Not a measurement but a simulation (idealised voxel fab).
The following is a process module called voxel wiring stack.
cross-section cut | 235 nm wide | cells 5 nm
Cross-section, as written here: a square-cell grid given band by band from the top down, where a band holds one or more rows of cells. Within each band entry, the heights of the top and of the bottom of the band appear first, in that order and in nm; the materials of the band then follow from left to right, each with its corresponding width in nm. The designation "throughout" on a single material indicates that it fills the band from edge to edge; the designation "empty" indicates empty space. Beneath 0, the wafer as received is one material, and that level is where height counting begins. The lowest band goes on downward without a bottom; it is written like "0 down". Top row gets the first number, bottom row gets the second, and each row in between changes by the same step: that is how a band width like "30..40" works. "identical to before", as given for a step, is the statement that not any cell of the cross-section underwent a change during that step. Basically, "Closed-off voids" tells you about the enclosed voids: empty spaces with no open way to the top, 8 cells or bigger, each written width x height at distance, where distance is from the left edge, all in nm. The remark found on a step's line after its settings is issued by the simulator itself and pertains to that step. "overlay nm" answers the question of how far to the right of plan the mask lay on a step that has a mask, and when it is negative the answer is to the left.

Process steps foreseen in the plan
1,RECEIVE, material Si
2,CONFORMAL_DEP, material SiO2, thk nm 15
3,CONFORMAL_DEP, material SiCN, thk nm 5
4,DIRECTIONAL_DEP, material SiO2, thk nm 20
5,PATTERN, tone open, mask id METAL_1, material resist, width nm 20, pitch nm 40, thk nm 20, overlay nm 0
6,DIRECTIONAL_ETCH, etch materials SiO2, depth nm 20
7,DIRECTIONAL_ETCH, etch materials SiCN, depth nm 5
8,STRIP, etch materials resist
9,CONFORMAL_DEP, material TiN, thk nm 5
10,FILL_DEP, material Ru, thk nm 10
11,CMP, height nm 40
12,EPI, material Ru, thk nm 5
13,FILL_DEP, material SiCN, thk nm 5
14,DIRECTIONAL_DEP, material lowk, thk nm 35
15,DIRECTIONAL_DEP, material aC, thk nm 10
16,PATTERN, tone open, mask id METAL_2, material resist, width nm 20, pitch nm 40, thk nm 25, overlay nm 0
17,DIRECTIONAL_ETCH, etch materials aC, depth nm 10
18,STRIP, etch materials resist
19,DIRECTIONAL_ETCH, etch materials lowk, depth nm 20
20,STRIP, etch materials aC
21,PATTERN, tone open, mask id METAL_2_HOLES, material resist, width nm 15, pitch nm 80, thk nm 20, overlay nm 0
22,DIRECTIONAL_ETCH, etch materials lowk, depth nm 15
23,DIRECTIONAL_ETCH, etch materials SiCN, depth nm 5
24,STRIP, etch materials resist
25,CONFORMAL_DEP, material TiN, thk nm 5
26,FILL_DEP, material Cu, thk nm 5
27,CMP, height nm 85
28,CONFORMAL_DEP, material SiCN, thk nm 5
29,DIRECTIONAL_DEP, material lowk, thk nm 10
30,MASKED_ETCH, tone open, mask id PLUG_2, width nm 15, pitch nm 40, etch materials lowk, depth nm 10, overlay nm 0
31,MASKED_ETCH, tone open, mask id PLUG_2, width nm 15, pitch nm 40, etch materials SiCN, depth nm 5, overlay nm 0
32,CONFORMAL_DEP, material TiN, thk nm 5
33,FILL_DEP, material Ru, thk nm 10
34,CMP, height nm 100
35,DIRECTIONAL_DEP, material TiN, thk nm 5
36,DIRECTIONAL_DEP, material Ru, thk nm 15
37,MASKED_ETCH, tone cover, mask id METAL_3, width nm 20, pitch nm 40, etch materials Ru, depth nm 15, overlay nm 0
38,MASKED_ETCH, tone cover, mask id METAL_3, width nm 20, pitch nm 40, etch materials TiN, depth nm 5, overlay nm 0
39,FILL_DEP, material SiO2, thk nm 10
40,CMP, height nm 120
41,CONFORMAL_DEP, material SiCN, thk nm 5
42,DIRECTIONAL_DEP, material lowk, thk nm 10
43,DIRECTIONAL_DEP, material aC, thk nm 15
44,PATTERN, tone open, mask id PLUG_3, material resist, width nm 15, pitch nm 80, thk nm 35, overlay nm 0
45,DIRECTIONAL_ETCH, etch materials aC, depth nm 15
46,STRIP, etch materials resist
47,DIRECTIONAL_ETCH, etch materials lowk, depth nm 10
48,DIRECTIONAL_ETCH, etch materials SiCN, depth nm 5
49,STRIP, etch materials aC
50,CONFORMAL_DEP, material TiN, thk nm 5
51,FILL_DEP, material Ru, thk nm 10
52,CMP, height nm 135
53,CONFORMAL_DEP, material SiCN, thk nm 5
54,DIRECTIONAL_DEP, material SiO2, thk nm 15
55,PATTERN, tone open, mask id METAL_4, material resist, width nm 20, pitch nm 40, thk nm 15, overlay nm 0
56,DIRECTIONAL_ETCH, etch materials SiO2, depth nm 15
57,DIRECTIONAL_ETCH, etch materials SiCN, depth nm 5
58,STRIP, etch materials resist
59,CONFORMAL_DEP, material TiN, thk nm 5
60,FILL_DEP, material Cu, thk nm 5
61,CMP, height nm 155
62,CONFORMAL_DEP, material SiN, thk nm 5

First of two wafers: run as planned

Cross-section, incoming material, after step 1
  0 down: Si throughout
  Closed-off voids: none

After step 2, in cross-section
  15 to 0: SiO2 throughout
  Beneath the level 0, the cross-section is identical to its previous state.

After step 3, in cross-section
  20 to 15: SiCN throughout
  Beneath the level 15, the cross-section is identical to its previous state.

After step 4, in cross-section
  40 to 20: SiO2 throughout
  Beneath the level 20, the cross-section is identical to its previous state.

After step 5, in cross-section
  60 to 40: resist 45 / empty 20 / resist 20 / empty 20 / resist 20 / empty 20 / resist 20 / empty 20 / resist 50
  Beneath the level 40, the cross-section is identical to its previous state.

After step 6, in cross-section
  60 to 40: resist 45 / empty 20 / resist 20 / empty 20 / resist 20 / empty 20 / resist 20 / empty 20 / resist 50
  40 to 20: SiO2 45 / empty 20 / SiO2 20 / empty 20 / SiO2 20 / empty 20 / SiO2 20 / empty 20 / SiO2 50
  Beneath the level 20, the cross-section is identical to its previous state.

After step 7, in cross-section
  60 to 40: resist 45 / empty 20 / resist 20 / empty 20 / resist 20 / empty 20 / resist 20 / empty 20 / resist 50
  40 to 20: SiO2 45 / empty 20 / SiO2 20 / empty 20 / SiO2 20 / empty 20 / SiO2 20 / empty 20 / SiO2 50
  20 to 15: SiCN 45 / empty 20 / SiCN 20 / empty 20 / SiCN 20 / empty 20 / SiCN 20 / empty 20 / SiCN 50
  Beneath the level 15, the cross-section is identical to its previous state.

After step 8, in cross-section
  40 to 20: SiO2 45 / empty 20 / SiO2 20 / empty 20 / SiO2 20 / empty 20 / SiO2 20 / empty 20 / SiO2 50
  Beneath the level 20, the cross-section is identical to its previous state.

After step 9, in cross-section
  45 to 40: TiN 50 / empty 10 / TiN 30 / empty 10 / TiN 30 / empty 10 / TiN 30 / empty 10 / TiN 55
  40 to 20: SiO2 45 / TiN 5 / empty 10 / TiN 5 / SiO2 20 / TiN 5 / empty 10 / TiN 5 / SiO2 20 / TiN 5 / empty 10 / TiN 5 / SiO2 20 / TiN 5 / empty 10 / TiN 5 / SiO2 50
  20 to 15: SiCN 45 / TiN 20 / SiCN 20 / TiN 20 / SiCN 20 / TiN 20 / SiCN 20 / TiN 20 / SiCN 50
  Beneath the level 15, the cross-section is identical to its previous state.

After step 10, in cross-section
  55 to 45: Ru throughout
  45 to 40: TiN 50 / Ru 10 / TiN 30 / Ru 10 / TiN 30 / Ru 10 / TiN 30 / Ru 10 / TiN 55
  40 to 20: SiO2 45 / TiN 5 / Ru 10 / TiN 5 / SiO2 20 / TiN 5 / Ru 10 / TiN 5 / SiO2 20 / TiN 5 / Ru 10 / TiN 5 / SiO2 20 / TiN 5 / Ru 10 / TiN 5 / SiO2 50
  Beneath the level 20, the cross-section is identical to its previous state.

After step 11, in cross-section
  40 to 20: SiO2 45 / TiN 5 / Ru 10 / TiN 5 / SiO2 20 / TiN 5 / Ru 10 / TiN 5 / SiO2 20 / TiN 5 / Ru 10 / TiN 5 / SiO2 20 / TiN 5 / Ru 10 / TiN 5 / SiO2 50
  Beneath the level 20, the cross-section is identical to its previous state.

After step 12, in cross-section
  45 to 40: empty 40 / Ru 30 / empty 10 / Ru 30 / empty 10 / Ru 30 / empty 10 / Ru 30 / empty 45
  Beneath the level 40, the cross-section is identical to its previous state.

After step 13, in cross-section
  50 to 45: SiCN throughout
  45 to 40: SiCN 40 / Ru 30 / SiCN 10 / Ru 30 / SiCN 10 / Ru 30 / SiCN 10 / Ru 30 / SiCN 45
  Beneath the level 40, the cross-section is identical to its previous state.

After step 14, in cross-section
  85 to 50: lowk throughout
  Beneath the level 50, the cross-section is identical to its previous state.

After step 15, in cross-section
  95 to 85: aC throughout
  Beneath the level 85, the cross-section is identical to its previous state.

After step 16, in cross-section
  120 to 95: resist 45 / empty 20 / resist 20 / empty 20 / resist 20 / empty 20 / resist 20 / empty 20 / resist 50
  Beneath the level 95, the cross-section is identical to its previous state.

After step 17, in cross-section
  110 to 95: resist 45 / empty 20 / resist 20 / empty 20 / resist 20 / empty 20 / resist 20 / empty 20 / resist 50
  95 to 85: aC 45 / empty 20 / aC 20 / empty 20 / aC 20 / empty 20 / aC 20 / empty 20 / aC 50
  Beneath the level 85, the cross-section is identical to its previous state.

After step 18, in cross-section
  95 to 85: aC 45 / empty 20 / aC 20 / empty 20 / aC 20 / empty 20 / aC 20 / empty 20 / aC 50
  Beneath the level 85, the cross-section is identical to its previous state.

After step 19, in cross-section
  95 to 85: aC 45 / empty 20 / aC 20 / empty 20 / aC 20 / empty 20 / aC 20 / empty 20 / aC 50
  85 to 65: lowk 45 / empty 20 / lowk 20 / empty 20 / lowk 20 / empty 20 / lowk 20 / empty 20 / lowk 50
  Beneath the level 65, the cross-section is identical to its previous state.

After step 20, in cross-section
  85 to 65: lowk 45 / empty 20 / lowk 20 / empty 20 / lowk 20 / empty 20 / lowk 20 / empty 20 / lowk 50
  Beneath the level 65, the cross-section is identical to its previous state.

After step 21, in cross-section
  105 to 85: resist 45 / empty 15 / resist 65 / empty 15 / resist 95
  85 to 65: lowk 45 / empty 15 / resist 5 / lowk 20 / resist 20 / lowk 20 / empty 15 / resist 5 / lowk 20 / resist 20 / lowk 50
  Beneath the level 65, the cross-section is identical to its previous state.

After step 22, in cross-section
  105 to 85: resist 45 / empty 15 / resist 65 / empty 15 / resist 95
  85 to 65: lowk 45 / empty 15 / resist 5 / lowk 20 / resist 20 / lowk 20 / empty 15 / resist 5 / lowk 20 / resist 20 / lowk 50
  65 to 50: lowk 45 / empty 15 / lowk 65 / empty 15 / lowk 95
  Beneath the level 50, the cross-section is identical to its previous state.

After step 23, in cross-section
  105 to 85: resist 45 / empty 15 / resist 65 / empty 15 / resist 95
  85 to 65: lowk 45 / empty 15 / resist 5 / lowk 20 / resist 20 / lowk 20 / empty 15 / resist 5 / lowk 20 / resist 20 / lowk 50
  65 to 50: lowk 45 / empty 15 / lowk 65 / empty 15 / lowk 95
  50 to 45: SiCN 45 / empty 15 / SiCN 65 / empty 15 / SiCN 95
  Beneath the level 45, the cross-section is identical to its previous state.

After step 24, in cross-section
  85 to 65: lowk 45 / empty 20 / lowk 20 / empty 20 / lowk 20 / empty 20 / lowk 20 / empty 20 / lowk 50
  Beneath the level 65, the cross-section is identical to its previous state.

After step 25, in cross-section
  90 to 85: TiN 50 / empty 10 / TiN 30 / empty 10 / TiN 30 / empty 10 / TiN 30 / empty 10 / TiN 55
  85 to 70: lowk 45 / TiN 5 / empty 10 / TiN 5 / lowk 20 / TiN 5 / empty 10 / TiN 5 / lowk 20 / TiN 5 / empty 10 / TiN 5 / lowk 20 / TiN 5 / empty 10 / TiN 5 / lowk 50
  70 to 65: lowk 45 / TiN 5 / empty 5 / TiN 10 / lowk 20 / TiN 20 / lowk 20 / TiN 5 / empty 5 / TiN 10 / lowk 20 / TiN 20 / lowk 50
  65 to 50: lowk 45 / TiN 5 / empty 5 / TiN 5 / lowk 65 / TiN 5 / empty 5 / TiN 5 / lowk 95
  50 to 45: SiCN 45 / TiN 15 / SiCN 65 / TiN 15 / SiCN 95
  Beneath the level 45, the cross-section is identical to its previous state.

After step 26, in cross-section
  95 to 90: Cu throughout
  90 to 85: TiN 50 / Cu 10 / TiN 30 / Cu 10 / TiN 30 / Cu 10 / TiN 30 / Cu 10 / TiN 55
  85 to 70: lowk 45 / TiN 5 / Cu 10 / TiN 5 / lowk 20 / TiN 5 / Cu 10 / TiN 5 / lowk 20 / TiN 5 / Cu 10 / TiN 5 / lowk 20 / TiN 5 / Cu 10 / TiN 5 / lowk 50
  70 to 65: lowk 45 / TiN 5 / Cu 5 / TiN 10 / lowk 20 / TiN 20 / lowk 20 / TiN 5 / Cu 5 / TiN 10 / lowk 20 / TiN 20 / lowk 50
  65 to 50: lowk 45 / TiN 5 / Cu 5 / TiN 5 / lowk 65 / TiN 5 / Cu 5 / TiN 5 / lowk 95
  Beneath the level 50, the cross-section is identical to its previous state.

After step 27, in cross-section
  85 to 70: lowk 45 / TiN 5 / Cu 10 / TiN 5 / lowk 20 / TiN 5 / Cu 10 / TiN 5 / lowk 20 / TiN 5 / Cu 10 / TiN 5 / lowk 20 / TiN 5 / Cu 10 / TiN 5 / lowk 50
  Beneath the level 70, the cross-section is identical to its previous state.

After step 28, in cross-section
  90 to 85: SiCN throughout
  Beneath the level 85, the cross-section is identical to its previous state.

After step 29, in cross-section
  100 to 90: lowk throughout
  Beneath the level 90, the cross-section is identical to its previous state.

After step 30, in cross-section
  100 to 90: lowk 45 / empty 15 / lowk 25 / empty 15 / lowk 25 / empty 15 / lowk 25 / empty 15 / lowk 55
  Beneath the level 90, the cross-section is identical to its previous state.

After step 31, in cross-section
  100 to 90: lowk 45 / empty 15 / lowk 25 / empty 15 / lowk 25 / empty 15 / lowk 25 / empty 15 / lowk 55
  90 to 85: SiCN 45 / empty 15 / SiCN 25 / empty 15 / SiCN 25 / empty 15 / SiCN 25 / empty 15 / SiCN 55
  Beneath the level 85, the cross-section is identical to its previous state.

After step 32, in cross-section
  105 to 100: TiN 50 / empty 5 / TiN 35 / empty 5 / TiN 35 / empty 5 / TiN 35 / empty 5 / TiN 60
  100 to 90: lowk 45 / TiN 5 / empty 5 / TiN 5 / lowk 25 / TiN 5 / empty 5 / TiN 5 / lowk 25 / TiN 5 / empty 5 / TiN 5 / lowk 25 / TiN 5 / empty 5 / TiN 5 / lowk 55
  90 to 85: SiCN 45 / TiN 15 / SiCN 25 / TiN 15 / SiCN 25 / TiN 15 / SiCN 25 / TiN 15 / SiCN 55
  Beneath the level 85, the cross-section is identical to its previous state.

After step 33, in cross-section
  115 to 105: Ru throughout
  105 to 100: TiN 50 / Ru 5 / TiN 35 / Ru 5 / TiN 35 / Ru 5 / TiN 35 / Ru 5 / TiN 60
  100 to 90: lowk 45 / TiN 5 / Ru 5 / TiN 5 / lowk 25 / TiN 5 / Ru 5 / TiN 5 / lowk 25 / TiN 5 / Ru 5 / TiN 5 / lowk 25 / TiN 5 / Ru 5 / TiN 5 / lowk 55
  Beneath the level 90, the cross-section is identical to its previous state.

After step 34, in cross-section
  100 to 90: lowk 45 / TiN 5 / Ru 5 / TiN 5 / lowk 25 / TiN 5 / Ru 5 / TiN 5 / lowk 25 / TiN 5 / Ru 5 / TiN 5 / lowk 25 / TiN 5 / Ru 5 / TiN 5 / lowk 55
  Beneath the level 90, the cross-section is identical to its previous state.

After step 35, in cross-section
  105 to 100: TiN throughout
  Beneath the level 100, the cross-section is identical to its previous state.

After step 36, in cross-section
  120 to 105: Ru throughout
  Beneath the level 105, the cross-section is identical to its previous state.

After step 37, in cross-section
  120 to 105: empty 45 / Ru 20 / empty 20 / Ru 20 / empty 20 / Ru 20 / empty 20 / Ru 20 / empty 50
  Beneath the level 105, the cross-section is identical to its previous state.

After step 38, in cross-section
  120 to 105: empty 45 / Ru 20 / empty 20 / Ru 20 / empty 20 / Ru 20 / empty 20 / Ru 20 / empty 50
  105 to 100: empty 45 / TiN 20 / empty 20 / TiN 20 / empty 20 / TiN 20 / empty 20 / TiN 20 / empty 50
  Beneath the level 100, the cross-section is identical to its previous state.

After step 39, in cross-section
  130 to 120: SiO2 throughout
  120 to 105: SiO2 45 / Ru 20 / SiO2 20 / Ru 20 / SiO2 20 / Ru 20 / SiO2 20 / Ru 20 / SiO2 50
  105 to 100: SiO2 45 / TiN 20 / SiO2 20 / TiN 20 / SiO2 20 / TiN 20 / SiO2 20 / TiN 20 / SiO2 50
  Beneath the level 100, the cross-section is identical to its previous state.

After step 40, in cross-section
  120 to 105: SiO2 45 / Ru 20 / SiO2 20 / Ru 20 / SiO2 20 / Ru 20 / SiO2 20 / Ru 20 / SiO2 50
  Beneath the level 105, the cross-section is identical to its previous state.

After step 41, in cross-section
  125 to 120: SiCN throughout
  Beneath the level 120, the cross-section is identical to its previous state.

After step 42, in cross-section
  135 to 125: lowk throughout
  Beneath the level 125, the cross-section is identical to its previous state.

After step 43, in cross-section
  150 to 135: aC throughout
  Beneath the level 135, the cross-section is identical to its previous state.

After step 44, in cross-section
  185 to 150: resist 45 / empty 15 / resist 65 / empty 15 / resist 95
  Beneath the level 150, the cross-section is identical to its previous state.

After step 45, in cross-section
  170 to 150: resist 45 / empty 15 / resist 65 / empty 15 / resist 95
  150 to 135: aC 45 / empty 15 / aC 65 / empty 15 / aC 95
  Beneath the level 135, the cross-section is identical to its previous state.

After step 46, in cross-section
  150 to 135: aC 45 / empty 15 / aC 65 / empty 15 / aC 95
  Beneath the level 135, the cross-section is identical to its previous state.

After step 47, in cross-section
  150 to 135: aC 45 / empty 15 / aC 65 / empty 15 / aC 95
  135 to 125: lowk 45 / empty 15 / lowk 65 / empty 15 / lowk 95
  Beneath the level 125, the cross-section is identical to its previous state.

After step 48, in cross-section
  150 to 135: aC 45 / empty 15 / aC 65 / empty 15 / aC 95
  135 to 125: lowk 45 / empty 15 / lowk 65 / empty 15 / lowk 95
  125 to 120: SiCN 45 / empty 15 / SiCN 65 / empty 15 / SiCN 95
  Beneath the level 120, the cross-section is identical to its previous state.

After step 49, in cross-section
  135 to 125: lowk 45 / empty 15 / lowk 65 / empty 15 / lowk 95
  Beneath the level 125, the cross-section is identical to its previous state.

After step 50, in cross-section
  140 to 135: TiN 50 / empty 5 / TiN 75 / empty 5 / TiN 100
  135 to 125: lowk 45 / TiN 5 / empty 5 / TiN 5 / lowk 65 / TiN 5 / empty 5 / TiN 5 / lowk 95
  125 to 120: SiCN 45 / TiN 15 / SiCN 65 / TiN 15 / SiCN 95
  Beneath the level 120, the cross-section is identical to its previous state.

After step 51, in cross-section
  150 to 140: Ru throughout
  140 to 135: TiN 50 / Ru 5 / TiN 75 / Ru 5 / TiN 100
  135 to 125: lowk 45 / TiN 5 / Ru 5 / TiN 5 / lowk 65 / TiN 5 / Ru 5 / TiN 5 / lowk 95
  Beneath the level 125, the cross-section is identical to its previous state.

After step 52, in cross-section
  135 to 125: lowk 45 / TiN 5 / Ru 5 / TiN 5 / lowk 65 / TiN 5 / Ru 5 / TiN 5 / lowk 95
  Beneath the level 125, the cross-section is identical to its previous state.

After step 53, in cross-section
  140 to 135: SiCN throughout
  Beneath the level 135, the cross-section is identical to its previous state.

After step 54, in cross-section
  155 to 140: SiO2 throughout
  Beneath the level 140, the cross-section is identical to its previous state.

After step 55, in cross-section
  170 to 155: resist 45 / empty 20 / resist 20 / empty 20 / resist 20 / empty 20 / resist 20 / empty 20 / resist 50
  Beneath the level 155, the cross-section is identical to its previous state.

After step 56, in cross-section
  170 to 155: resist 45 / empty 20 / resist 20 / empty 20 / resist 20 / empty 20 / resist 20 / empty 20 / resist 50
  155 to 140: SiO2 45 / empty 20 / SiO2 20 / empty 20 / SiO2 20 / empty 20 / SiO2 20 / empty 20 / SiO2 50
  Beneath the level 140, the cross-section is identical to its previous state.

After step 57, in cross-section
  170 to 155: resist 45 / empty 20 / resist 20 / empty 20 / resist 20 / empty 20 / resist 20 / empty 20 / resist 50
  155 to 140: SiO2 45 / empty 20 / SiO2 20 / empty 20 / SiO2 20 / empty 20 / SiO2 20 / empty 20 / SiO2 50
  140 to 135: SiCN 45 / empty 20 / SiCN 20 / empty 20 / SiCN 20 / empty 20 / SiCN 20 / empty 20 / SiCN 50
  Beneath the level 135, the cross-section is identical to its previous state.

After step 58, in cross-section
  155 to 140: SiO2 45 / empty 20 / SiO2 20 / empty 20 / SiO2 20 / empty 20 / SiO2 20 / empty 20 / SiO2 50
  Beneath the level 140, the cross-section is identical to its previous state.

After step 59, in cross-section
  160 to 155: TiN 50 / empty 10 / TiN 30 / empty 10 / TiN 30 / empty 10 / TiN 30 / empty 10 / TiN 55
  155 to 140: SiO2 45 / TiN 5 / empty 10 / TiN 5 / SiO2 20 / TiN 5 / empty 10 / TiN 5 / SiO2 20 / TiN 5 / empty 10 / TiN 5 / SiO2 20 / TiN 5 / empty 10 / TiN 5 / SiO2 50
  140 to 135: SiCN 45 / TiN 20 / SiCN 20 / TiN 20 / SiCN 20 / TiN 20 / SiCN 20 / TiN 20 / SiCN 50
  Beneath the level 135, the cross-section is identical to its previous state.

After step 60, in cross-section
  165 to 160: Cu throughout
  160 to 155: TiN 50 / Cu 10 / TiN 30 / Cu 10 / TiN 30 / Cu 10 / TiN 30 / Cu 10 / TiN 55
  155 to 140: SiO2 45 / TiN 5 / Cu 10 / TiN 5 / SiO2 20 / TiN 5 / Cu 10 / TiN 5 / SiO2 20 / TiN 5 / Cu 10 / TiN 5 / SiO2 20 / TiN 5 / Cu 10 / TiN 5 / SiO2 50
  Beneath the level 140, the cross-section is identical to its previous state.

After step 61, in cross-section
  155 to 140: SiO2 45 / TiN 5 / Cu 10 / TiN 5 / SiO2 20 / TiN 5 / Cu 10 / TiN 5 / SiO2 20 / TiN 5 / Cu 10 / TiN 5 / SiO2 20 / TiN 5 / Cu 10 / TiN 5 / SiO2 50
  Beneath the level 140, the cross-section is identical to its previous state.

After step 62, in cross-section
  160 to 155: SiN throughout
  Beneath the level 155, the cross-section is identical to its previous state.

It is to be noted that the second wafer proceeded from the same initial state and according to the same plan as the first, although one mistake was committed in its execution; through step 27, inclusive, the two wafers share an identical history

Second wafer, cut view, end of step 28 per plan
  95 to 85: lowk throughout
  Beneath the level 85, the cross-section is identical to its previous state.

Second wafer, cut view, end of step 29 per plan
  100 to 95: SiCN throughout
  Beneath the level 95, the cross-section is identical to its previous state.

Second wafer, cut view, end of step 30 per plan: identical to before

Second wafer, cut view, end of step 31 per plan
  100 to 95: SiCN 45 / empty 15 / SiCN 25 / empty 15 / SiCN 25 / empty 15 / SiCN 25 / empty 15 / SiCN 55
  Beneath the level 95, the cross-section is identical to its previous state.

Second wafer, cut view, end of step 32 per plan
  105 to 100: TiN 50 / empty 5 / TiN 35 / empty 5 / TiN 35 / empty 5 / TiN 35 / empty 5 / TiN 60
  100 to 95: SiCN 45 / TiN 15 / SiCN 25 / TiN 15 / SiCN 25 / TiN 15 / SiCN 25 / TiN 15 / SiCN 55
  Beneath the level 95, the cross-section is identical to its previous state.

Second wafer, cut view, end of step 33 per plan
  115 to 105: Ru throughout
  105 to 100: TiN 50 / Ru 5 / TiN 35 / Ru 5 / TiN 35 / Ru 5 / TiN 35 / Ru 5 / TiN 60
  Beneath the level 100, the cross-section is identical to its previous state.

Second wafer, cut view, end of step 34 per plan
  100 to 95: SiCN 45 / TiN 15 / SiCN 25 / TiN 15 / SiCN 25 / TiN 15 / SiCN 25 / TiN 15 / SiCN 55
  Beneath the level 95, the cross-section is identical to its previous state.

Second wafer, cut view, end of step 35 per plan
  105 to 100: TiN throughout
  Beneath the level 100, the cross-section is identical to its previous state.

Second wafer, cut view, end of step 36 per plan
  120 to 105: Ru throughout
  Beneath the level 105, the cross-section is identical to its previous state.

Second wafer, cut view, end of step 37 per plan
  120 to 105: empty 45 / Ru 20 / empty 20 / Ru 20 / empty 20 / Ru 20 / empty 20 / Ru 20 / empty 50
  Beneath the level 105, the cross-section is identical to its previous state.

Second wafer, cut view, end of step 38 per plan
  120 to 105: empty 45 / Ru 20 / empty 20 / Ru 20 / empty 20 / Ru 20 / empty 20 / Ru 20 / empty 50
  105 to 100: empty 45 / TiN 20 / empty 20 / TiN 20 / empty 20 / TiN 20 / empty 20 / TiN 20 / empty 50
  Beneath the level 100, the cross-section is identical to its previous state.

Second wafer, cut view, end of step 39 per plan
  130 to 120: SiO2 throughout
  120 to 105: SiO2 45 / Ru 20 / SiO2 20 / Ru 20 / SiO2 20 / Ru 20 / SiO2 20 / Ru 20 / SiO2 50
  105 to 100: SiO2 45 / TiN 20 / SiO2 20 / TiN 20 / SiO2 20 / TiN 20 / SiO2 20 / TiN 20 / SiO2 50
  Beneath the level 100, the cross-section is identical to its previous state.

Second wafer, cut view, end of step 40 per plan
  120 to 105: SiO2 45 / Ru 20 / SiO2 20 / Ru 20 / SiO2 20 / Ru 20 / SiO2 20 / Ru 20 / SiO2 50
  Beneath the level 105, the cross-section is identical to its previous state.

Second wafer, cut view, end of step 41 per plan
  125 to 120: SiCN throughout
  Beneath the level 120, the cross-section is identical to its previous state.

Second wafer, cut view, end of step 42 per plan
  135 to 125: lowk throughout
  Beneath the level 125, the cross-section is identical to its previous state.

Second wafer, cut view, end of step 43 per plan
  150 to 135: aC throughout
  Beneath the level 135, the cross-section is identical to its previous state.

Second wafer, cut view, end of step 44 per plan
  185 to 150: resist 45 / empty 15 / resist 65 / empty 15 / resist 95
  Beneath the level 150, the cross-section is identical to its previous state.

Second wafer, cut view, end of step 45 per plan
  170 to 150: resist 45 / empty 15 / resist 65 / empty 15 / resist 95
  150 to 135: aC 45 / empty 15 / aC 65 / empty 15 / aC 95
  Beneath the level 135, the cross-section is identical to its previous state.

Second wafer, cut view, end of step 46 per plan
  150 to 135: aC 45 / empty 15 / aC 65 / empty 15 / aC 95
  Beneath the level 135, the cross-section is identical to its previous state.

Second wafer, cut view, end of step 47 per plan
  150 to 135: aC 45 / empty 15 / aC 65 / empty 15 / aC 95
  135 to 125: lowk 45 / empty 15 / lowk 65 / empty 15 / lowk 95
  Beneath the level 125, the cross-section is identical to its previous state.

Second wafer, cut view, end of step 48 per plan
  150 to 135: aC 45 / empty 15 / aC 65 / empty 15 / aC 95
  135 to 125: lowk 45 / empty 15 / lowk 65 / empty 15 / lowk 95
  125 to 120: SiCN 45 / empty 15 / SiCN 65 / empty 15 / SiCN 95
  Beneath the level 120, the cross-section is identical to its previous state.

Second wafer, cut view, end of step 49 per plan
  135 to 125: lowk 45 / empty 15 / lowk 65 / empty 15 / lowk 95
  Beneath the level 125, the cross-section is identical to its previous state.

Second wafer, cut view, end of step 50 per plan
  140 to 135: TiN 50 / empty 5 / TiN 75 / empty 5 / TiN 100
  135 to 125: lowk 45 / TiN 5 / empty 5 / TiN 5 / lowk 65 / TiN 5 / empty 5 / TiN 5 / lowk 95
  125 to 120: SiCN 45 / TiN 15 / SiCN 65 / TiN 15 / SiCN 95
  Beneath the level 120, the cross-section is identical to its previous state.

Second wafer, cut view, end of step 51 per plan
  150 to 140: Ru throughout
  140 to 135: TiN 50 / Ru 5 / TiN 75 / Ru 5 / TiN 100
  135 to 125: lowk 45 / TiN 5 / Ru 5 / TiN 5 / lowk 65 / TiN 5 / Ru 5 / TiN 5 / lowk 95
  Beneath the level 125, the cross-section is identical to its previous state.

Second wafer, cut view, end of step 52 per plan
  135 to 125: lowk 45 / TiN 5 / Ru 5 / TiN 5 / lowk 65 / TiN 5 / Ru 5 / TiN 5 / lowk 95
  Beneath the level 125, the cross-section is identical to its previous state.

Second wafer, cut view, end of step 53 per plan
  140 to 135: SiCN throughout
  Beneath the level 135, the cross-section is identical to its previous state.

Second wafer, cut view, end of step 54 per plan
  155 to 140: SiO2 throughout
  Beneath the level 140, the cross-section is identical to its previous state.

Second wafer, cut view, end of step 55 per plan
  170 to 155: resist 45 / empty 20 / resist 20 / empty 20 / resist 20 / empty 20 / resist 20 / empty 20 / resist 50
  Beneath the level 155, the cross-section is identical to its previous state.

Second wafer, cut view, end of step 56 per plan
  170 to 155: resist 45 / empty 20 / resist 20 / empty 20 / resist 20 / empty 20 / resist 20 / empty 20 / resist 50
  155 to 140: SiO2 45 / empty 20 / SiO2 20 / empty 20 / SiO2 20 / empty 20 / SiO2 20 / empty 20 / SiO2 50
  Beneath the level 140, the cross-section is identical to its previous state.

Second wafer, cut view, end of step 57 per plan
  170 to 155: resist 45 / empty 20 / resist 20 / empty 20 / resist 20 / empty 20 / resist 20 / empty 20 / resist 50
  155 to 140: SiO2 45 / empty 20 / SiO2 20 / empty 20 / SiO2 20 / empty 20 / SiO2 20 / empty 20 / SiO2 50
  140 to 135: SiCN 45 / empty 20 / SiCN 20 / empty 20 / SiCN 20 / empty 20 / SiCN 20 / empty 20 / SiCN 50
  Beneath the level 135, the cross-section is identical to its previous state.

Second wafer, cut view, end of step 58 per plan
  155 to 140: SiO2 45 / empty 20 / SiO2 20 / empty 20 / SiO2 20 / empty 20 / SiO2 20 / empty 20 / SiO2 50
  Beneath the level 140, the cross-section is identical to its previous state.

Second wafer, cut view, end of step 59 per plan
  160 to 155: TiN 50 / empty 10 / TiN 30 / empty 10 / TiN 30 / empty 10 / TiN 30 / empty 10 / TiN 55
  155 to 140: SiO2 45 / TiN 5 / empty 10 / TiN 5 / SiO2 20 / TiN 5 / empty 10 / TiN 5 / SiO2 20 / TiN 5 / empty 10 / TiN 5 / SiO2 20 / TiN 5 / empty 10 / TiN 5 / SiO2 50
  140 to 135: SiCN 45 / TiN 20 / SiCN 20 / TiN 20 / SiCN 20 / TiN 20 / SiCN 20 / TiN 20 / SiCN 50
  Beneath the level 135, the cross-section is identical to its previous state.

Second wafer, cut view, end of step 60 per plan
  165 to 160: Cu throughout
  160 to 155: TiN 50 / Cu 10 / TiN 30 / Cu 10 / TiN 30 / Cu 10 / TiN 30 / Cu 10 / TiN 55
  155 to 140: SiO2 45 / TiN 5 / Cu 10 / TiN 5 / SiO2 20 / TiN 5 / Cu 10 / TiN 5 / SiO2 20 / TiN 5 / Cu 10 / TiN 5 / SiO2 20 / TiN 5 / Cu 10 / TiN 5 / SiO2 50
  Beneath the level 140, the cross-section is identical to its previous state.

Second wafer, cut view, end of step 61 per plan
  155 to 140: SiO2 45 / TiN 5 / Cu 10 / TiN 5 / SiO2 20 / TiN 5 / Cu 10 / TiN 5 / SiO2 20 / TiN 5 / Cu 10 / TiN 5 / SiO2 20 / TiN 5 / Cu 10 / TiN 5 / SiO2 50
  Beneath the level 140, the cross-section is identical to its previous state.

Second wafer, cut view, end of step 62 per plan
  160 to 155: SiN throughout
  Beneath the level 155, the cross-section is identical to its previous state.
Here's what went sideways: steps 28 and 29 of the plan were each performed in the slot designated for the other
Once processing is complete, comparing cell counts shows that the second wafer has more or fewer of certain materials than the first: Ru: 8 fewer; TiN: 16 fewer; lowk: 24 more
